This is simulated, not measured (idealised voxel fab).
Herein follows the process module entitled voxel capacitor over wiring.
Pictured: cross-section cut, 215 nm wide, on a grid of 5 nm square cells.
Cross-section format: a grid of square cells, given as bands from top to bottom; each band is one or more rows of cells.
Top, bottom (nm), then materials left to right with widths (nm); lone material tagged "full width" fills the whole band edge to edge; "blank" = empty space.
All heights in this document are referenced to 0, defined as the level beneath which the wafer, as received, consists entirely of one material. The lowest band is not bounded below; it extends indefinitely downward and is written in the form "0 and below".
Graded width ("30->40"): value in top row of band = first number; value in bottom row = second number; row-to-row change constant.
"nothing different" after a step means that no cell of the cross-section changed.
If an empty space has no open way to the top and is at least 8 cells in size, "Sealed voids" lists it, written width x height at distance, where distance is measured from the left edge and every value is in nm.
after a step's settings: what the simulator itself notes on the step
overlay nm: step with mask; distance mask lay right of planned place; negative value = left of planned place.
In what follows, pairs of cross-sections are presented, each taken before and after one process step, with the after cross-section shown only down to the lowest band that was altered; the step, together with its settings, is stated below the pair. The pairs may stem from different runs of this module on the same starting wafer; accordingly, a pair should be taken as continuing from the one above it solely where its entry headed "Before the process" indicates as much.
Before the process
    70 down to 55 | resist (60); blank (20); resist (55); blank (20); resist (60)
    55 down to 40 | aC (60); blank (20); aC (55); blank (20); aC (60)
    40 down to 5 | SiO2 full width
    5 down to 0 | SiCN full width
    0 and below | Si full width
    Sealed voids: none
Result of Step
    55 down to 40 | aC (60); blank (20); aC (55); blank (20); aC (60)
    No changes below 40.
    Sealed voids: none
Which process step falls between the two cross-sections above? STRIP with etch materials resist
Before the process: The initial state for this step is given by the after cross-section of the immediately preceding pair.
Result of Step
    55 down to 40 | aC (60); blank (20); aC (55); blank (20); aC (60)
    40 down to 20 | SiO2 (60); blank (20); SiO2 (55); blank (20); SiO2 (60)
    No changes below 20.
    Sealed voids: none
Which process step falls between the two cross-sections above? DIRECTIONAL_ETCH with etch materials SiO2, depth nm 20
Before the process: The initial state for this step is given by the after cross-section of the immediately preceding pair.
Result of Step
    40 down to 20 | SiO2 (60); blank (20); SiO2 (55); blank (20); SiO2 (60)
    No changes below 20.
    Sealed voids: none
Which process step falls between the two cross-sections above? STRIP with etch materials aC
Before the process: The initial state for this step is given by the after cross-section of the immediately preceding pair.
Result of Step
    45 down to 40 | TiN (65); blank (10); TiN (65); blank (10); TiN (65)
    40 down to 25 | SiO2 (60); TiN (5); blank (10); TiN (5); SiO2 (55); TiN (5); blank (10); TiN (5); SiO2 (60)
    25 down to 20 | SiO2 (60); TiN (20); SiO2 (55); TiN (20); SiO2 (60)
    No changes below 20.
    Sealed voids: none
Which process step falls between the two cross-sections above? CONFORMAL_DEP with material TiN, thk nm 5
Before the process: The initial state for this step is given by the after cross-section of the immediately preceding pair.
Result of Step
    55 down to 45 | W full width
    45 down to 40 | TiN (65); W (10); TiN (65); W (10); TiN (65)
    40 down to 25 | SiO2 (60); TiN (5); W (10); TiN (5); SiO2 (55); TiN (5); W (10); TiN (5); SiO2 (60)
    No changes below 25.
    Sealed voids: none
Which process step falls between the two cross-sections above? FILL_DEP with material W, thk nm 10
Before the process: The initial state for this step is given by the after cross-section of the immediately preceding pair.
Result of Step
    40 down to 25 | SiO2 (60); TiN (5); W (10); TiN (5); SiO2 (55); TiN (5); W (10); TiN (5); SiO2 (60)
    No changes below 25.
    Sealed voids: none
Which process step falls between the two cross-sections above? CMP with height nm 40
Before the process: The initial state for this step is given by the after cross-section of the immediately preceding pair.
Result of Step
    45 down to 40 | blank (55); Ru (30); blank (45); Ru (30); blank (55)
    No changes below 40.
    Sealed voids: none
Which process step falls between the two cross-sections above? EPI with material Ru, thk nm 5
Before the process: The initial state for this step is given by the after cross-section of the immediately preceding pair.
Result of Step
    50 down to 45 | SiCN full width
    45 down to 40 | SiCN (55); Ru (30); SiCN (45); Ru (30); SiCN (55)
    No changes below 40.
    Sealed voids: none
Which process step falls between the two cross-sections above? FILL_DEP with material SiCN, thk nm 5
Before the process: The initial state for this step is given by the after cross-section of the immediately preceding pair.
Result of Step
    60 down to 50 | SiO2 full width
    No changes below 50.
    Sealed voids: none
Which process step falls between the two cross-sections above? DIRECTIONAL_DEP with material SiO2, thk nm 10
Before the process: The initial state for this step is given by the after cross-section of the immediately preceding pair.
Result of Step
    60 down to 50 | SiO2 (65); blank (15); SiO2 (135)
    No changes below 50.
    Sealed voids: none
Which process step falls between the two cross-sections above? MASKED_ETCH with tone open, mask id PLUG_1, width nm 15, etch materials SiO2, depth nm 10, overlay nm 0
Before the process: The initial state for this step is given by the after cross-section of the immediately preceding pair.
Result of Step
    60 down to 50 | SiO2 (65); blank (15); SiO2 (135)
    50 down to 45 | SiCN (65); blank (15); SiCN (135)
    No changes below 45.
    Sealed voids: none
Which process step falls between the two cross-sections above? MASKED_ETCH with tone open, mask id PLUG_1, width nm 15, etch materials SiCN, depth nm 5, overlay nm 0
Before the process: The initial state for this step is given by the after cross-section of the immediately preceding pair.
Result of Step
    60 down to 55 | SiO2 (65); blank (15); SiO2 (135)
    55 down to 50 | SiO2 (65); Ru (15); SiO2 (135)
    50 down to 45 | SiCN (65); Ru (15); SiCN (135)
    No changes below 45.
    Sealed voids: none
Which process step falls between the two cross-sections above? EPI with material Ru, thk nm 10
Before the process: The initial state for this step is given by the after cross-section of the immediately preceding pair.
Result of Step
    60 down to 50 | SiO2 (65); Ru (15); SiO2 (135)
    No changes below 50.
    Sealed voids: none
Which process step falls between the two cross-sections above? EPI with material Ru, thk nm 5
Before the process: The initial state for this step is given by the after cross-section of the immediately preceding pair.
Result of Step
    70 down to 60 | TiN full width
    No changes below 60.
    Sealed voids: none
Which process step falls between the two cross-sections above? DIRECTIONAL_DEP with material TiN, thk nm 10
Before the process: The initial state for this step is given by the after cross-section of the immediately preceding pair.
Result of Step
    75 down to 70 | Al2O3 full width
    No changes below 70.
    Sealed voids: none
Which process step falls between the two cross-sections above? DIRECTIONAL_DEP with material Al2O3, thk nm 5
Before the process: The initial state for this step is given by the after cross-section of the immediately preceding pair.
Result of Step
    80 down to 75 | TiN full width
    No changes below 75.
    Sealed voids: none
Which process step falls between the two cross-sections above? DIRECTIONAL_DEP with material TiN, thk nm 5
Before the process: The initial state for this step is given by the after cross-section of the immediately preceding pair.
Result of Step
    80 down to 75 | blank (65); TiN (60); blank (90)
    No changes below 75.
    Sealed voids: none
Which process step falls between the two cross-sections above? MASKED_ETCH with tone cover, mask id UPPER_PLATE, width nm 60, etch materials TiN, depth nm 5, overlay nm 0
Before the process: The initial state for this step is given by the after cross-section of the immediately preceding pair.
Result of Step
    80 down to 75 | blank (65); TiN (60); blank (90)
    75 down to 70 | blank (65); Al2O3 (60); blank (90)
    No changes below 70.
    Sealed voids: none
Which process step falls between the two cross-sections above? MASKED_ETCH with tone cover, mask id UPPER_PLATE, width nm 60, etch materials Al2O3, depth nm 5, overlay nm 0
Before the process: The initial state for this step is given by the after cross-section of the immediately preceding pair.
Result of Step
    100 down to 80 | blank (60); resist (70); blank (85)
    80 down to 75 | blank (60); resist (5); TiN (60); resist (5); blank (85)
    75 down to 70 | blank (60); resist (5); Al2O3 (60); resist (5); blank (85)
    No changes below 70.
    Sealed voids: none
Which process step falls between the two cross-sections above? PATTERN with tone cover, mask id LOWER_PLATE, material resist, width nm 70, thk nm 20, overlay nm 0
Before the process: The initial state for this step is given by the after cross-section of the immediately preceding pair.
Result of Step
    100 down to 80 | blank (60); resist (70); blank (85)
    80 down to 75 | blank (60); resist (5); TiN (60); resist (5); blank (85)
    75 down to 70 | blank (60); resist (5); Al2O3 (60); resist (5); blank (85)
    70 down to 60 | blank (60); TiN (70); blank (85)
    No changes below 60.
    Sealed voids: none
Which process step falls between the two cross-sections above? DIRECTIONAL_ETCH with etch materials TiN, depth nm 10
Before the process: The initial state for this step is given by the after cross-section of the immediately preceding pair.
Result of Step
    80 down to 75 | blank (65); TiN (60); blank (90)
    75 down to 70 | blank (65); Al2O3 (60); blank (90)
    No changes below 70.
    Sealed voids: none
Which process step falls between the two cross-sections above? STRIP with etch materials resist
Before the process: The initial state for this step is given by the after cross-section of the immediately preceding pair.
Result of Step
    100 down to 80 | SiO2 full width
    80 down to 75 | SiO2 (65); TiN (60); SiO2 (90)
    75 down to 70 | SiO2 (65); Al2O3 (60); SiO2 (90)
    70 down to 60 | SiO2 (60); TiN (70); SiO2 (85)
    No changes below 60.
    Sealed voids: none
Which process step falls between the two cross-sections above? FILL_DEP with material SiO2, thk nm 20
Before the process: The initial state for this step is given by the after cross-section of the immediately preceding pair.
Result of Step
    95 down to 80 | SiO2 full width
    No changes below 80.
    Sealed voids: none
Which process step falls between the two cross-sections above? CMP with height nm 95
Before the process: The initial state for this step is given by the after cross-section of the immediately preceding pair.
Result of Step
    95 down to 80 | SiO2 (75); blank (15); SiO2 (125)
    No changes below 80.
    Sealed voids: none
Which process step falls between the two cross-sections above? MASKED_ETCH with tone open, mask id PLUG_2, width nm 15, etch materials SiO2, depth nm 15, overlay nm 0
Before the process: The initial state for this step is given by the after cross-section of the immediately preceding pair.
Result of Step
    100 down to 95 | TiN (80); blank (5); TiN (130)
    95 down to 85 | SiO2 (75); TiN (5); blank (5); TiN (5); SiO2 (125)
    85 down to 75 | SiO2 (75->65); TiN (15->60); SiO2 (125->90)
    No changes below 75.
    Sealed voids: none
Which process step falls between the two cross-sections above? CONFORMAL_DEP with material TiN, thk nm 5
Before the process: The initial state for this step is given by the after cross-section of the immediately preceding pair.
Result of Step
    105 down to 100 | Ru full width
    100 down to 95 | TiN (80); Ru (5); TiN (130)
    95 down to 85 | SiO2 (75); TiN (5); Ru (5); TiN (5); SiO2 (125)
    No changes below 85.
    Sealed voids: none
Which process step falls between the two cross-sections above? FILL_DEP with material Ru, thk nm 5
Before the process: The initial state for this step is given by the after cross-section of the immediately preceding pair.
Result of Step
    95 down to 85 | SiO2 (75); TiN (5); Ru (5); TiN (5); SiO2 (125)
    No changes below 85.
    Sealed voids: none
Which process step falls between the two cross-sections above? CMP with height nm 95
Before the process: The initial state for this step is given by the after cross-section of the immediately preceding pair.
Result of Step
    100 down to 95 | SiCN full width
    No changes below 95.
    Sealed voids: none
Which process step falls between the two cross-sections above? CONFORMAL_DEP with material SiCN, thk nm 5
Before the process
    50 down to 45 | SiCN full width
    45 down to 40 | SiCN (55); Ru (30); SiCN (45); Ru (30); SiCN (55)
    40 down to 20 | SiO2 (60); TiN (5); W (10); TiN (5); SiO2 (55); TiN (5); W (10); TiN (5); SiO2 (60)
    20 down to 15 | SiCN (60); TiN (20); SiCN (55); TiN (20); SiCN (60)
    15 down to 0 | SiO2 full width
    0 and below | Si full width
    Sealed voids: none
Result of Step
    65 down to 50 | SiO2 full width
    No changes below 50.
    Sealed voids: none
Which process step falls between the two cross-sections above? DIRECTIONAL_DEP with material SiO2, thk nm 15
Before the process: The initial state for this step is given by the after cross-section of the immediately preceding pair.
Result of Step
    65 down to 55 | SiO2 (65); blank (15); SiO2 (135)
    No changes below 55.
    Sealed voids: none
Which process step falls between the two cross-sections above? MASKED_ETCH with tone open, mask id PLUG_1, width nm 15, etch materials SiO2, depth nm 10, overlay nm 0
Before the process: The initial state for this step is given by the after cross-section of the immediately preceding pair.
Result of Step
    75 down to 65 | TiN (65); blank (15); TiN (135)
    65 down to 55 | SiO2 (65); TiN (15); SiO2 (135)
    No changes below 55.
    Sealed voids: none
Which process step falls between the two cross-sections above? DIRECTIONAL_DEP with material TiN, thk nm 10
Before the process: The initial state for this step is given by the after cross-section of the immediately preceding pair.
Result of Step
    80 down to 75 | Al2O3 (65); blank (15); Al2O3 (135)
    75 down to 70 | TiN (65); blank (15); TiN (135)
    70 down to 65 | TiN (65); Al2O3 (15); TiN (135)
    No changes below 65.
    Sealed voids: none
Which process step falls between the two cross-sections above? DIRECTIONAL_DEP with material Al2O3, thk nm 5
Before the process: The initial state for this step is given by the after cross-section of the immediately preceding pair.
Result of Step
    85 down to 80 | TiN (65); blank (15); TiN (135)
    80 down to 75 | Al2O3 (65); blank (15); Al2O3 (135)
    75 down to 70 | TiN full width
    No changes below 70.
    Sealed voids: none
Which process step falls between the two cross-sections above? DIRECTIONAL_DEP with material TiN, thk nm 5
Before the process: The initial state for this step is given by the after cross-section of the immediately preceding pair.
Result of Step
    85 down to 80 | blank (80); TiN (45); blank (90)
    No changes below 80.
    Sealed voids: none
Which process step falls between the two cross-sections above? MASKED_ETCH with tone cover, mask id UPPER_PLATE, width nm 60, etch materials TiN, depth nm 5, overlay nm 0
Before the process: The initial state for this step is given by the after cross-section of the immediately preceding pair.
Result of Step
    85 down to 80 | blank (80); TiN (45); blank (90)
    80 down to 75 | blank (80); Al2O3 (45); blank (90)
    No changes below 75.
    Sealed voids: none
Which process step falls between the two cross-sections above? MASKED_ETCH with tone cover, mask id UPPER_PLATE, width nm 60, etch materials Al2O3, depth nm 5, overlay nm 0
Before the process: The initial state for this step is given by the after cross-section of the immediately preceding pair.
Result of Step
    105 down to 85 | blank (60); resist (70); blank (85)
    85 down to 80 | blank (60); resist (20); TiN (45); resist (5); blank (85)
    80 down to 75 | blank (60); resist (20); Al2O3 (45); resist (5); blank (85)
    No changes below 75.
    Sealed voids: none
Which process step falls between the two cross-sections above? PATTERN with tone cover, mask id LOWER_PLATE, material resist, width nm 70, thk nm 20, overlay nm 0
Before the process: The initial state for this step is given by the after cross-section of the immediately preceding pair.
Result of Step
    105 down to 85 | blank (60); resist (70); blank (85)
    85 down to 80 | blank (60); resist (20); TiN (45); resist (5); blank (85)
    80 down to 75 | blank (60); resist (20); Al2O3 (45); resist (5); blank (85)
    75 down to 70 | blank (60); TiN (70); blank (85)
    70 down to 65 | blank (60); TiN (5); Al2O3 (15); TiN (50); blank (85)
    No changes below 65.
    Sealed voids: none
Which process step falls between the two cross-sections above? DIRECTIONAL_ETCH with etch materials TiN, depth nm 10
Before the process: The initial state for this step is given by the after cross-section of the immediately preceding pair.
Result of Step
    85 down to 80 | blank (80); TiN (45); blank (90)
    80 down to 75 | blank (80); Al2O3 (45); blank (90)
    No changes below 75.
    Sealed voids: none
Which process step falls between the two cross-sections above? STRIP with etch materials resist
Before the process: The initial state for this step is given by the after cross-section of the immediately preceding pair.
Result of Step
    105 down to 85 | SiO2 full width
    85 down to 80 | SiO2 (80); TiN (45); SiO2 (90)
    80 down to 75 | SiO2 (80); Al2O3 (45); SiO2 (90)
    75 down to 70 | SiO2 (60); TiN (70); SiO2 (85)
    70 down to 65 | SiO2 (60); TiN (5); Al2O3 (15); TiN (50); SiO2 (85)
    No changes below 65.
    Sealed voids: none
Which process step falls between the two cross-sections above? FILL_DEP with material SiO2, thk nm 20
Before the process: The initial state for this step is given by the after cross-section of the immediately preceding pair.
Result of Step
    95 down to 85 | SiO2 full width
    No changes below 85.
    Sealed voids: none
Which process step falls between the two cross-sections above? CMP with height nm 95
Before the process: The initial state for this step is given by the after cross-section of the immediately preceding pair.
Result of Step
    95 down to 85 | SiO2 (75); blank (15); SiO2 (125)
    85 down to 80 | SiO2 (75); blank (5); TiN (45); SiO2 (90)
    No changes below 80.
    Sealed voids: none
Which process step falls between the two cross-sections above? MASKED_ETCH with tone open, mask id PLUG_2, width nm 15, etch materials SiO2, depth nm 15, overlay nm 0
Before the process: The initial state for this step is given by the after cross-section of the immediately preceding pair.
Result of Step
    100 down to 95 | TiN (80); blank (5); TiN (130)
    95 down to 90 | SiO2 (75); TiN (5); blank (5); TiN (5); SiO2 (125)
    90 down to 80 | SiO2 (75); TiN (15->50); SiO2 (125->90)
    No changes below 80.
    Sealed voids: none
Which process step falls between the two cross-sections above? CONFORMAL_DEP with material TiN, thk nm 5
Before the process: The initial state for this step is given by the after cross-section of the immediately preceding pair.
Result of Step
    105 down to 100 | Ru full width
    100 down to 95 | TiN (80); Ru (5); TiN (130)
    95 down to 90 | SiO2 (75); TiN (5); Ru (5); TiN (5); SiO2 (125)
    No changes below 90.
    Sealed voids: none
Which process step falls between the two cross-sections above? FILL_DEP with material Ru, thk nm 5
Before the process: The initial state for this step is given by the after cross-section of the immediately preceding pair.
Result of Step
    95 down to 90 | SiO2 (75); TiN (5); Ru (5); TiN (5); SiO2 (125)
    No changes below 90.
    Sealed voids: none
Which process step falls between the two cross-sections above? CMP with height nm 95
Before the process: The initial state for this step is given by the after cross-section of the immediately preceding pair.
Result of Step
    100 down to 95 | SiCN full width
    No changes below 95.
    Sealed voids: none
Which process step falls between the two cross-sections above? CONFORMAL_DEP with material SiCN, thk nm 5
Before the process
    55 down to 40 | aC full width
    40 down to 20 | SiO2 full width
    20 down to 15 | SiCN full width
    15 down to 0 | SiO2 full width
    0 and below | Si full width
    Sealed voids: none
Result of Step
    85 down to 55 | resist (65); blank (15); resist (60); blank (15); resist (60)
    No changes below 55.
    Sealed voids: none
Which process step falls between the two cross-sections above? PATTERN with tone open, mask id METAL_1, material resist, width nm 15, pitch nm 75, thk nm 30, overlay nm 0
Before the process: The initial state for this step is given by the after cross-section of the immediately preceding pair.
Result of Step
    70 down to 55 | resist (65); blank (15); resist (60); blank (15); resist (60)
    55 down to 40 | aC (65); blank (15); aC (60); blank (15); aC (60)
    No changes below 40.
    Sealed voids: none
Which process step falls between the two cross-sections above? DIRECTIONAL_ETCH with etch materials aC, depth nm 15
Before the process: The initial state for this step is given by the after cross-section of the immediately preceding pair.
Result of Step
    55 down to 40 | aC (65); blank (15); aC (60); blank (15); aC (60)
    No changes below 40.
    Sealed voids: none
Which process step falls between the two cross-sections above? STRIP with etch materials resist
Before the process: The initial state for this step is given by the after cross-section of the immediately preceding pair.
Result of Step
    55 down to 40 | aC (65); blank (15); aC (60); blank (15); aC (60)
    40 down to 20 | SiO2 (65); blank (15); SiO2 (60); blank (15); SiO2 (60)
    No changes below 20.
    Sealed voids: none
Which process step falls between the two cross-sections above? DIRECTIONAL_ETCH with etch materials SiO2, depth nm 20
Before the process: The initial state for this step is given by the after cross-section of the immediately preceding pair.
Result of Step
    55 down to 40 | aC (65); blank (15); aC (60); blank (15); aC (60)
    40 down to 20 | SiO2 (65); blank (15); SiO2 (60); blank (15); SiO2 (60)
    20 down to 15 | SiCN (65); blank (15); SiCN (60); blank (15); SiCN (60)
    No changes below 15.
    Sealed voids: none
Which process step falls between the two cross-sections above? DIRECTIONAL_ETCH with etch materials SiCN, depth nm 5
Before the process: The initial state for this step is given by the after cross-section of the immediately preceding pair.
Result of Step
    40 down to 20 | SiO2 (65); blank (15); SiO2 (60); blank (15); SiO2 (60)
    No changes below 20.
    Sealed voids: none
Which process step falls between the two cross-sections above? STRIP with etch materials aC
Before the process: The initial state for this step is given by the after cross-section of the immediately preceding pair.
Result of Step
    45 down to 40 | TiN (70); blank (5); TiN (70); blank (5); TiN (65)
    40 down to 20 | SiO2 (65); TiN (5); blank (5); TiN (5); SiO2 (60); TiN (5); blank (5); TiN (5); SiO2 (60)
    20 down to 15 | SiCN (65); TiN (15); SiCN (60); TiN (15); SiCN (60)
    No changes below 15.
    Sealed voids: none
Which process step falls between the two cross-sections above? CONFORMAL_DEP with material TiN, thk nm 5
Before the process: The initial state for this step is given by the after cross-section of the immediately preceding pair.
Result of Step
    55 down to 45 | W full width
    45 down to 40 | TiN (70); W (5); TiN (70); W (5); TiN (65)
    40 down to 20 | SiO2 (65); TiN (5); W (5); TiN (5); SiO2 (60); TiN (5); W (5); TiN (5); SiO2 (60)
    No changes below 20.
    Sealed voids: none
Which process step falls between the two cross-sections above? FILL_DEP with material W, thk nm 10
Before the process: The initial state for this step is given by the after cross-section of the immediately preceding pair.
Result of Step
    40 down to 20 | SiO2 (65); TiN (5); W (5); TiN (5); SiO2 (60); TiN (5); W (5); TiN (5); SiO2 (60)
    No changes below 20.
    Sealed voids: none
Which process step falls between the two cross-sections above? CMP with height nm 40
Before the process: The initial state for this step is given by the after cross-section of the immediately preceding pair.
Result of Step
    45 down to 40 | blank (60); Ru (25); blank (50); Ru (25); blank (55)
    No changes below 40.
    Sealed voids: none
Which process step falls between the two cross-sections above? EPI with material Ru, thk nm 5
Before the process: The initial state for this step is given by the after cross-section of the immediately preceding pair.
Result of Step
    50 down to 45 | SiCN full width
    45 down to 40 | SiCN (60); Ru (25); SiCN (50); Ru (25); SiCN (55)
    No changes below 40.
    Sealed voids: none
Which process step falls between the two cross-sections above? FILL_DEP with material SiCN, thk nm 5
Before the process: The initial state for this step is given by the after cross-section of the immediately preceding pair.
Result of Step
    60 down to 50 | SiO2 full width
    No changes below 50.
    Sealed voids: none
Which process step falls between the two cross-sections above? DIRECTIONAL_DEP with material SiO2, thk nm 10
Before the process: The initial state for this step is given by the after cross-section of the immediately preceding pair.
Result of Step
    60 down to 50 | SiO2 (65); blank (15); SiO2 (135)
    No changes below 50.
    Sealed voids: none
Which process step falls between the two cross-sections above? MASKED_ETCH with tone open, mask id PLUG_1, width nm 15, etch materials SiO2, depth nm 10, overlay nm 0
Before the process: The initial state for this step is given by the after cross-section of the immediately preceding pair.
Result of Step
    60 down to 50 | SiO2 (65); blank (15); SiO2 (135)
    50 down to 45 | SiCN (65); blank (15); SiCN (135)
    No changes below 45.
    Sealed voids: none
Which process step falls between the two cross-sections above? MASKED_ETCH with tone open, mask id PLUG_1, width nm 15, etch materials SiCN, depth nm 5, overlay nm 0
Before the process: The initial state for this step is given by the after cross-section of the immediately preceding pair.
Result of Step
    60 down to 55 | SiO2 (65); blank (15); SiO2 (135)
    55 down to 50 | SiO2 (65); Ru (15); SiO2 (135)
    50 down to 45 | SiCN (65); Ru (15); SiCN (135)
    No changes below 45.
    Sealed voids: none
Which process step falls between the two cross-sections above? EPI with material Ru, thk nm 10
Before the process: The initial state for this step is given by the after cross-section of the immediately preceding pair.
Result of Step
    60 down to 50 | SiO2 (65); Ru (15); SiO2 (135)
    No changes below 50.
    Sealed voids: none
Which process step falls between the two cross-sections above? EPI with material Ru, thk nm 5
Before the process: The initial state for this step is given by the after cross-section of the immediately preceding pair.
Result of Step
    70 down to 60 | TiN full width
    No changes below 60.
    Sealed voids: none
Which process step falls between the two cross-sections above? DIRECTIONAL_DEP with material TiN, thk nm 10
Before the process: The initial state for this step is given by the after cross-section of the immediately preceding pair.
Result of Step
    75 down to 70 | Al2O3 full width
    No changes below 70.
    Sealed voids: none
Which process step falls between the two cross-sections above? DIRECTIONAL_DEP with material Al2O3, thk nm 5
Before the process: The initial state for this step is given by the after cross-section of the immediately preceding pair.
Result of Step
    80 down to 75 | TiN full width
    No changes below 75.
    Sealed voids: none
Which process step falls between the two cross-sections above? DIRECTIONAL_DEP with material TiN, thk nm 5
Before the process: The initial state for this step is given by the after cross-section of the immediately preceding pair.
Result of Step
    80 down to 75 | blank (65); TiN (60); blank (90)
    No changes below 75.
    Sealed voids: none
Which process step falls between the two cross-sections above? MASKED_ETCH with tone cover, mask id UPPER_PLATE, width nm 60, etch materials TiN, depth nm 5, overlay nm 0
Before the process: The initial state for this step is given by the after cross-section of the immediately preceding pair.
Result of Step
    80 down to 75 | blank (65); TiN (60); blank (90)
    75 down to 70 | blank (65); Al2O3 (60); blank (90)
    No changes below 70.
    Sealed voids: none
Which process step falls between the two cross-sections above? MASKED_ETCH with tone cover, mask id UPPER_PLATE, width nm 60, etch materials Al2O3, depth nm 5, overlay nm 0
Before the process: The initial state for this step is given by the after cross-section of the immediately preceding pair.
Result of Step
    100 down to 80 | blank (60); resist (70); blank (85)
    80 down to 75 | blank (60); resist (5); TiN (60); resist (5); blank (85)
    75 down to 70 | blank (60); resist (5); Al2O3 (60); resist (5); blank (85)
    No changes below 70.
    Sealed voids: none
Which process step falls between the two cross-sections above? PATTERN with tone cover, mask id LOWER_PLATE, material resist, width nm 70, thk nm 20, overlay nm 0
Before the process: The initial state for this step is given by the after cross-section of the immediately preceding pair.
Result of Step
    100 down to 80 | blank (60); resist (70); blank (85)
    80 down to 75 | blank (60); resist (5); TiN (60); resist (5); blank (85)
    75 down to 70 | blank (60); resist (5); Al2O3 (60); resist (5); blank (85)
    70 down to 60 | blank (60); TiN (70); blank (85)
    No changes below 60.
    Sealed voids: none
Which process step falls between the two cross-sections above? DIRECTIONAL_ETCH with etch materials TiN, depth nm 10
Before the process: The initial state for this step is given by the after cross-section of the immediately preceding pair.
Result of Step
    80 down to 75 | blank (65); TiN (60); blank (90)
    75 down to 70 | blank (65); Al2O3 (60); blank (90)
    No changes below 70.
    Sealed voids: none
Which process step falls between the two cross-sections above? STRIP with etch materials resist
Before the process: The initial state for this step is given by the after cross-section of the immediately preceding pair.
Result of Step
    100 down to 80 | SiO2 full width
    80 down to 75 | SiO2 (65); TiN (60); SiO2 (90)
    75 down to 70 | SiO2 (65); Al2O3 (60); SiO2 (90)
    70 down to 60 | SiO2 (60); TiN (70); SiO2 (85)
    No changes below 60.
    Sealed voids: none
Which process step falls between the two cross-sections above? FILL_DEP with material SiO2, thk nm 20
Before the process: The initial state for this step is given by the after cross-section of the immediately preceding pair.
Result of Step
    95 down to 80 | SiO2 full width
    No changes below 80.
    Sealed voids: none
Which process step falls between the two cross-sections above? CMP with height nm 95
Before the process: The initial state for this step is given by the after cross-section of the immediately preceding pair.
Result of Step
    95 down to 80 | SiO2 (75); blank (15); SiO2 (125)
    No changes below 80.
    Sealed voids: none
Which process step falls between the two cross-sections above? MASKED_ETCH with tone open, mask id PLUG_2, width nm 15, etch materials SiO2, depth nm 15, overlay nm 0
Before the process: The initial state for this step is given by the after cross-section of the immediately preceding pair.
Result of Step
    100 down to 95 | TiN (80); blank (5); TiN (130)
    95 down to 85 | SiO2 (75); TiN (5); blank (5); TiN (5); SiO2 (125)
    85 down to 75 | SiO2 (75->65); TiN (15->60); SiO2 (125->90)
    No changes below 75.
    Sealed voids: none
Which process step falls between the two cross-sections above? CONFORMAL_DEP with material TiN, thk nm 5
Before the process: The initial state for this step is given by the after cross-section of the immediately preceding pair.
Result of Step
    105 down to 100 | Ru full width
    100 down to 95 | TiN (80); Ru (5); TiN (130)
    95 down to 85 | SiO2 (75); TiN (5); Ru (5); TiN (5); SiO2 (125)
    No changes below 85.
    Sealed voids: none
Which process step falls between the two cross-sections above? FILL_DEP with material Ru, thk nm 5
Before the process: The initial state for this step is given by the after cross-section of the immediately preceding pair.
Result of Step
    95 down to 85 | SiO2 (75); TiN (5); Ru (5); TiN (5); SiO2 (125)
    No changes below 85.
    Sealed voids: none
Which process step falls between the two cross-sections above? CMP with height nm 95
Before the process: The initial state for this step is given by the after cross-section of the immediately preceding pair.
Result of Step
    100 down to 95 | SiCN full width
    No changes below 95.
    Sealed voids: none
Which process step falls between the two cross-sections above? CONFORMAL_DEP with material SiCN, thk nm 5
Before the process
    55 down to 40 | aC full width
    40 down to 20 | SiO2 full width
    20 down to 15 | SiCN full width
    15 down to 0 | SiO2 full width
    0 and below | Si full width
    Sealed voids: none
Result of Step
    85 down to 55 | resist (70); blank (20); resist (55); blank (20); resist (50)
    No changes below 55.
    Sealed voids: none
Which process step falls between the two cross-sections above? PATTERN with tone open, mask id METAL_1, material resist, width nm 20, pitch nm 75, thk nm 30, overlay nm 10
Before the process: The initial state for this step is given by the after cross-section of the immediately preceding pair.
Result of Step
    70 down to 55 | resist (70); blank (20); resist (55); blank (20); resist (50)
    55 down to 40 | aC (70); blank (20); aC (55); blank (20); aC (50)
    No changes below 40.
    Sealed voids: none
Which process step falls between the two cross-sections above? DIRECTIONAL_ETCH with etch materials aC, depth nm 15
Before the process: The initial state for this step is given by the after cross-section of the immediately preceding pair.
Result of Step
    55 down to 40 | aC (70); blank (20); aC (55); blank (20); aC (50)
    No changes below 40.
    Sealed voids: none
Which process step falls between the two cross-sections above? STRIP with etch materials resist
Before the process: The initial state for this step is given by the after cross-section of the immediately preceding pair.
Result of Step
    55 down to 40 | aC (70); blank (20); aC (55); blank (20); aC (50)
    40 down to 20 | SiO2 (70); blank (20); SiO2 (55); blank (20); SiO2 (50)
    No changes below 20.
    Sealed voids: none
Which process step falls between the two cross-sections above? DIRECTIONAL_ETCH with etch materials SiO2, depth nm 20
Before the process: The initial state for this step is given by the after cross-section of the immediately preceding pair.
Result of Step
    55 down to 40 | aC (70); blank (20); aC (55); blank (20); aC (50)
    40 down to 20 | SiO2 (70); blank (20); SiO2 (55); blank (20); SiO2 (50)
    20 down to 15 | SiCN (70); blank (20); SiCN (55); blank (20); SiCN (50)
    No changes below 15.
    Sealed voids: none
Which process step falls between the two cross-sections above? DIRECTIONAL_ETCH with etch materials SiCN, depth nm 5
Before the process: The initial state for this step is given by the after cross-section of the immediately preceding pair.
Result of Step
    40 down to 20 | SiO2 (70); blank (20); SiO2 (55); blank (20); SiO2 (50)
    No changes below 20.
    Sealed voids: none
Which process step falls between the two cross-sections above? STRIP with etch materials aC
Before the process: The initial state for this step is given by the after cross-section of the immediately preceding pair.
Result of Step
    45 down to 40 | TiN (75); blank (10); TiN (65); blank (10); TiN (55)
    40 down to 20 | SiO2 (70); TiN (5); blank (10); TiN (5); SiO2 (55); TiN (5); blank (10); TiN (5); SiO2 (50)
    20 down to 15 | SiCN (70); TiN (20); SiCN (55); TiN (20); SiCN (50)
    No changes below 15.
    Sealed voids: none
Which process step falls between the two cross-sections above? CONFORMAL_DEP with material TiN, thk nm 5
Before the process: The initial state for this step is given by the after cross-section of the immediately preceding pair.
Result of Step
    55 down to 45 | W full width
    45 down to 40 | TiN (75); W (10); TiN (65); W (10); TiN (55)
    40 down to 20 | SiO2 (70); TiN (5); W (10); TiN (5); SiO2 (55); TiN (5); W (10); TiN (5); SiO2 (50)
    No changes below 20.
    Sealed voids: none
Which process step falls between the two cross-sections above? FILL_DEP with material W, thk nm 10
Before the process: The initial state for this step is given by the after cross-section of the immediately preceding pair.
Result of Step
    40 down to 20 | SiO2 (70); TiN (5); W (10); TiN (5); SiO2 (55); TiN (5); W (10); TiN (5); SiO2 (50)
    No changes below 20.
    Sealed voids: none
Which process step falls between the two cross-sections above? CMP with height nm 40
Before the process: The initial state for this step is given by the after cross-section of the immediately preceding pair.
Result of Step
    45 down to 40 | blank (65); Ru (30); blank (45); Ru (30); blank (45)
    No changes below 40.
    Sealed voids: none
Which process step falls between the two cross-sections above? EPI with material Ru, thk nm 5
